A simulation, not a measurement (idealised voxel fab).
Process module heading - voxel air gaps
For reference, the cross-section in this document is cut, with width 295 nm and square cells of 5 nm.
The cross-sections in this document take the form of a grid made of square cells. They are written out as bands, in order from top to bottom. Each band consists of one or more rows of cells. A band entry consists of two parts. The first gives the height of the band's top and the height of its bottom, in nm. The rest lists the band's materials from left to right, each with its width in nm. A single material labelled with the word "full width" fills the band from edge to edge, and the word "blank" marks empty space. Heights are expressed relative to 0, this being the level below which the as-received wafer comprises one material exclusively. The lowest band is unbounded in the downward direction and is denoted as in "top 0, no bottom". Graded width ("30..40"): value in top row of band = first number; value in bottom row = second number; row-to-row change constant. "nothing was modified" after a step means that no cell of the cross-section changed. Reported under the label "Sealed void list" are the empty spaces having no open way to the top and comprising 8 cells or more; the notation for each is width x height at distance, in which the distance is measured from the left edge and all three values are in nm. Note: text after step settings on the step line = simulator remark on that step. overlay nm: right-of-plan distance of the mask on a masked step; negative values mean left-of-plan.
So here's the lineup of process steps we planned:
1,RECEIVE with material Si
2,CONFORMAL_DEP with material SiO2, thk nm 10
3,CONFORMAL_DEP with material SiCN, thk nm 5
4,DIRECTIONAL_DEP with material SiO2, thk nm 40
5,DIRECTIONAL_DEP with material aC, thk nm 15
6,PATTERN with tone open, mask id LINES, material resist, width nm 25, pitch nm 50, thk nm 30, overlay nm 0
7,DIRECTIONAL_ETCH with etch materials aC, depth nm 15
8,STRIP with etch materials resist
9,DIRECTIONAL_ETCH with etch materials SiO2, depth nm 40
10,STRIP with etch materials aC
11,CONFORMAL_DEP with material TiN, thk nm 5
12,FILL_DEP with material Cu, thk nm 10
13,CMP with height nm 55
14,EPI with material Ru, thk nm 10
15,SELECTIVE_ETCH with etch materials SiO2, depth nm 50
16,CONFORMAL_DEP with material SiCN, thk nm 5
First wafer out of two, processed as planned:
Cross-section of the wafer as it came to us, i.e., already through step 1:
	top 0, no bottom | Si full width
	Sealed void list: none
The following cross-section depicts the wafer upon completion of step 2:
	top 10, bottom 0 | SiO2 full width
	Everything below 0 is unchanged.
The following cross-section depicts the wafer upon completion of step 3:
	top 15, bottom 10 | SiCN full width
	Everything below 10 is unchanged.
The following cross-section depicts the wafer upon completion of step 4:
	top 55, bottom 15 | SiO2 full width
	Everything below 15 is unchanged.
The following cross-section depicts the wafer upon completion of step 5:
	top 70, bottom 55 | aC full width
	Everything below 55 is unchanged.
The following cross-section depicts the wafer upon completion of step 6:
	top 100, bottom 70 | 60 resist, 25 blank, 25 resist, 25 blank, 25 resist, 25 blank, 25 resist, 25 blank, 60 resist
	Everything below 70 is unchanged.
The following cross-section depicts the wafer upon completion of step 7:
	top 85, bottom 70 | 60 resist, 25 blank, 25 resist, 25 blank, 25 resist, 25 blank, 25 resist, 25 blank, 60 resist
	top 70, bottom 55 | 60 aC, 25 blank, 25 aC, 25 blank, 25 aC, 25 blank, 25 aC, 25 blank, 60 aC
	Everything below 55 is unchanged.
The following cross-section depicts the wafer upon completion of step 8:
	top 70, bottom 55 | 60 aC, 25 blank, 25 aC, 25 blank, 25 aC, 25 blank, 25 aC, 25 blank, 60 aC
	Everything below 55 is unchanged.
The following cross-section depicts the wafer upon completion of step 9:
	top 70, bottom 55 | 60 aC, 25 blank, 25 aC, 25 blank, 25 aC, 25 blank, 25 aC, 25 blank, 60 aC
	top 55, bottom 15 | 60 SiO2, 25 blank, 25 SiO2, 25 blank, 25 SiO2, 25 blank, 25 SiO2, 25 blank, 60 SiO2
	Everything below 15 is unchanged.
The following cross-section depicts the wafer upon completion of step 10:
	top 55, bottom 15 | 60 SiO2, 25 blank, 25 SiO2, 25 blank, 25 SiO2, 25 blank, 25 SiO2, 25 blank, 60 SiO2
	Everything below 15 is unchanged.
The following cross-section depicts the wafer upon completion of step 11:
	top 60, bottom 55 | 65 TiN, 15 blank, 35 TiN, 15 blank, 35 TiN, 15 blank, 35 TiN, 15 blank, 65 TiN
	top 55, bottom 20 | 60 SiO2, 5 TiN, 15 blank, 5 TiN, 25 SiO2, 5 TiN, 15 blank, 5 TiN, 25 SiO2, 5 TiN, 15 blank, 5 TiN, 25 SiO2, 5 TiN, 15 blank, 5 TiN, 60 SiO2
	top 20, bottom 15 | 60 SiO2, 25 TiN, 25 SiO2, 25 TiN, 25 SiO2, 25 TiN, 25 SiO2, 25 TiN, 60 SiO2
	Everything below 15 is unchanged.
The following cross-section depicts the wafer upon completion of step 12:
	top 70, bottom 60 | Cu full width
	top 60, bottom 55 | 65 TiN, 15 Cu, 35 TiN, 15 Cu, 35 TiN, 15 Cu, 35 TiN, 15 Cu, 65 TiN
	top 55, bottom 20 | 60 SiO2, 5 TiN, 15 Cu, 5 TiN, 25 SiO2, 5 TiN, 15 Cu, 5 TiN, 25 SiO2, 5 TiN, 15 Cu, 5 TiN, 25 SiO2, 5 TiN, 15 Cu, 5 TiN, 60 SiO2
	Everything below 20 is unchanged.
The following cross-section depicts the wafer upon completion of step 13:
	top 55, bottom 20 | 60 SiO2, 5 TiN, 15 Cu, 5 TiN, 25 SiO2, 5 TiN, 15 Cu, 5 TiN, 25 SiO2, 5 TiN, 15 Cu, 5 TiN, 25 SiO2, 5 TiN, 15 Cu, 5 TiN, 60 SiO2
	Everything below 20 is unchanged.
The following cross-section depicts the wafer upon completion of step 14:
	top 65, bottom 55 | 50 blank, 45 Ru, 5 blank, 45 Ru, 5 blank, 45 Ru, 5 blank, 45 Ru, 50 blank
	Everything below 55 is unchanged.
The following cross-section depicts the wafer upon completion of step 15:
	top 65, bottom 55 | 50 blank, 45 Ru, 5 blank, 45 Ru, 5 blank, 45 Ru, 5 blank, 45 Ru, 50 blank
	top 55, bottom 20 | 60 blank, 5 TiN, 15 Cu, 5 TiN, 25 blank, 5 TiN, 15 Cu, 5 TiN, 25 blank, 5 TiN, 15 Cu, 5 TiN, 25 blank, 5 TiN, 15 Cu, 5 TiN, 60 blank
	top 20, bottom 15 | 60 blank, 25 TiN, 25 blank, 25 TiN, 25 blank, 25 TiN, 25 blank, 25 TiN, 60 blank
	Everything below 15 is unchanged.
The following cross-section depicts the wafer upon completion of step 16:
	top 70, bottom 65 | 45 blank, 205 SiCN, 45 blank
	top 65, bottom 55 | 45 blank, 5 SiCN, 45 Ru, 5 SiCN, 45 Ru, 5 SiCN, 45 Ru, 5 SiCN, 45 Ru, 5 SiCN, 45 blank
	top 55, bottom 50 | 45 blank, 15 SiCN, 5 TiN, 15 Cu, 5 TiN, 25 SiCN, 5 TiN, 15 Cu, 5 TiN, 25 SiCN, 5 TiN, 15 Cu, 5 TiN, 25 SiCN, 5 TiN, 15 Cu, 5 TiN, 15 SiCN, 45 blank
	top 50, bottom 20 | 55 blank, 5 SiCN, 5 TiN, 15 Cu, 5 TiN, 5 SiCN, 15 blank, 5 SiCN, 5 TiN, 15 Cu, 5 TiN, 5 SiCN, 15 blank, 5 SiCN, 5 TiN, 15 Cu, 5 TiN, 5 SiCN, 15 blank, 5 SiCN, 5 TiN, 15 Cu, 5 TiN, 5 SiCN, 55 blank
	top 20, bottom 15 | 60 SiCN, 25 TiN, 25 SiCN, 25 TiN, 25 SiCN, 25 TiN, 25 SiCN, 25 TiN, 60 SiCN
	Everything below 15 is unchanged.
	Sealed void list: 15 x 30 at 90; 15 x 30 at 140; 15 x 30 at 190
Regarding the second of the two wafers: it shared the first wafer's starting condition and process plan, yet one error occurred during its execution. Its history coincides with that of the first wafer up to and including step 15:
Cross-sectional view of the second wafer at the intended end time of process step 16: nothing was modified
Deviation from plan: step 16 of the plan was excluded from execution and never run
At the finish, the second wafer shows more or fewer cells for some materials than the first does: SiCN -159
End state: 3 closed voids on the first wafer, 0 on the second.
